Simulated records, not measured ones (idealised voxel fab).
process module | voxel tone inversion
cross-section cut | 255 nm wide | cells 5 nm
A cross-section is a grid of square cells, given in bands from the top down. A band is one or more rows of cells.
Each band's line starts with the height of the band's top and of its bottom, in nm. Then come its materials from left to right, each with its width in nm. One material with "throughout" fills the band from edge to edge. "air" is empty space.
Height 0 is the level under which the wafer as received is all one material. The lowest band goes on downwards, as in "0 down".
A width such as "30 to 40" changes by the same amount from each row of cells to the next, from the band's top row to its bottom row.
"no change" after a step means that no cell of the cross-section changed.
closed voids: empty space of 8 cells or more with no open way to the top, each as width x height at its distance from the left edge, in nm
after a step's settings: what the simulator itself notes on the step
overlay nm, on a step with a mask: how far to the right of its planned place the mask lay; to the left if negative
plan
1 op RECEIVE | material Si
2 op CONFORMAL_DEP | material SiN | thk nm 5
3 op DIRECTIONAL_DEP | material aC | thk nm 25
4 op PATTERN | tone cover | mask id POSTS | material resist | width nm 15 | pitch nm 35 | thk nm 35 | overlay nm 0
5 op DIRECTIONAL_ETCH | etch materials aC | depth nm 25
6 op STRIP | etch materials resist
7 op FILL_DEP | material lowk | thk nm 10
8 op CMP | height nm 30
9 op STRIP | etch materials aC
10 op CONFORMAL_DEP | material TiN | thk nm 5
11 op FILL_DEP | material Cu | thk nm 10
12 op CMP | height nm 30
13 op CONFORMAL_DEP | material SiN | thk nm 5
as received, after step 1
  0 down: Si throughout
  closed voids: none
a wafer at the end: this start, this plan, one mistake
  35 to 30: SiN throughout
  30 to 10: lowk 100 | TiN 5 | Cu 10 | TiN 5 | lowk 15 | TiN 5 | Cu 10 | TiN 5 | lowk 100
  10 to 5: lowk 100 | TiN 20 | lowk 15 | TiN 20 | lowk 100
  5 to 0: SiN throughout
  0 down: Si throughout
  closed voids: none
what went wrong: step 4 ran as: op PATTERN | tone cover | mask id POSTS | material resist | width nm 20 | pitch nm 35 | thk nm 35 | overlay nm 0
